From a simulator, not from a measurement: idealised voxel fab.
Process module under the name voxel released beams
Section cut is 260 nm wide and gridded with 5 nm square cells.
Throughout this document, each cross-section is represented as a grid of square cells and is presented as a sequence of bands enumerated from the top downward, where a band comprises one or more rows of cells. First you get the band's top height and its bottom height, in nm, and then the materials it's made of, left to right, with each width in nm. If you see a single material with "throughout", that one covers the band edge to edge. "blank" is empty space. Ref level 0: as-received wafer is one material below here. Bottom band extends down with no lower bound ("top 0, no bottom"). When a width is written as two numbers, as in "30->40", the first number is the width in the top row of cells of the band and the second is the width in its bottom row, and the width changes by the same amount from each row to the next. What does "no change occurred" mean for a step? It means no cell of the cross-section changed in that step. "Voids, fully enclosed" enumerates empty spaces isolated from the top, with no open way to it, that contain at least 8 cells, giving each as width x height at distance from the left edge, all three in nm. Read whatever lies past the settings on a step's line as the simulator's own remark about the step. A step line may carry the setting "overlay nm", which, for steps involving a mask, states the distance by which the mask lay to the right of its intended position; negative values denote displacement to the left.

**List of planned process steps**
1. RECEIVE: material Si
2. CONFORMAL_DEP: material Al2O3, thk nm 5
3. DIRECTIONAL_DEP: material SiO2, thk nm 15
4. DIRECTIONAL_DEP: material aC, thk nm 10
5. PATTERN: tone open, mask id ANCHOR, material resist, width nm 45, thk nm 30, overlay nm 0
6. DIRECTIONAL_ETCH: etch materials aC, depth nm 10
7. STRIP: etch materials resist
8. DIRECTIONAL_ETCH: etch materials SiO2, depth nm 15
9. STRIP: etch materials aC
10. CONFORMAL_DEP: material SiN, thk nm 15
11. DIRECTIONAL_DEP: material aC, thk nm 10
12. PATTERN: tone cover, mask id BEAM, material resist, width nm 120, thk nm 30, overlay nm 0
13. DIRECTIONAL_ETCH: etch materials aC, depth nm 10
14. STRIP: etch materials resist
15. DIRECTIONAL_ETCH: etch materials SiN, depth nm 15
16. STRIP: etch materials aC
17. STRIP: etch materials SiO2

**As-received wafer cross-section (after step 1)**
- top 0, no bottom = Si throughout
- Voids, fully enclosed: none

**Cross-section at module end, one run error; start and plan unchanged from above**
- top 50, bottom 35 = blank 65 nm, then SiN 120 nm, then blank 75 nm
- top 35, bottom 20 = SiN throughout
- top 20, bottom 5 = SiO2 70 nm, then SiN 45 nm, then SiO2 145 nm
- top 5, bottom 0 = Al2O3 throughout
- top 0, no bottom = Si throughout
- Voids, fully enclosed: none
In executing the process, a mistake was made relative to the plan: step 10, plan: ran twice
